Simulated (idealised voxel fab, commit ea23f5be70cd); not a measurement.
The name of this process module is voxel lift off.
Section cut is 300 nm wide and gridded with 5 nm square cells.
Square cells in a grid make up a cross-section in this document, and the grid is given as bands, listed from the top down, each one or more rows of cells. Top, bottom (nm), then materials left to right with widths (nm); lone material tagged "edge to edge" fills the whole band edge to edge; "empty" = empty space. It should be noted that heights are counted from 0, beneath which the wafer as supplied is of one material throughout, and that the lowest band possesses no lower boundary but continues downward, as written in "0 nm and below". The expression "30 to 40" gives the width at the extremes of the band, the first number at its top row of cells and the second at its bottom row, with the width changing by equal amounts from each row to the next in between. "nothing changed" means the step left every cell of the cross-section as it was. Closed empty spaces (no open way to the top) of 8 cells or more are what "Trapped void list" lists, each as width x height at distance from the left edge, nm for all three. Anything after a step's settings on that line? It's the simulator's own note about the step. "overlay nm" denotes, for a step that has a mask, the displacement of the mask to the right of its planned place, with negative values corresponding to the left.

Intended process steps:
1. RECEIVE, material Si
2. CONFORMAL_DEP, material SiN, thk nm 15
3. PATTERN, tone open, mask id LINES, material resist, width nm 15, pitch nm 30, thk nm 30, overlay nm 0
4. DIRECTIONAL_DEP, material Ru, thk nm 15
5. STRIP, etch materials resist
6. CONFORMAL_DEP, material SiCN, thk nm 5

The cross-section here shows the wafer as received, i.e. in its state after step 1:
* 0 nm and below  Si edge to edge
* Trapped void list: none

Module complete, cross-section. Starting point and plan per above. One mistake made in running the module:
* 40 nm to 35 nm  empty (120) / SiCN (25) / empty (5) / SiCN (25) / empty (125)
* 35 nm to 20 nm  empty (120) / SiCN (5) / Ru (15) / SiCN (5) / empty (5) / SiCN (5) / Ru (15) / SiCN (5) / empty (125)
* 20 nm to 15 nm  SiCN (125) / Ru (15) / SiCN (15) / Ru (15) / SiCN (130)
* 15 nm to 0 nm  SiN edge to edge
* 0 nm and below  Si edge to edge
* Trapped void list: none
Processing error: note that step 4 departed from the planned setting and was carried out as DIRECTIONAL_DEP, material Ru, thk nm 20
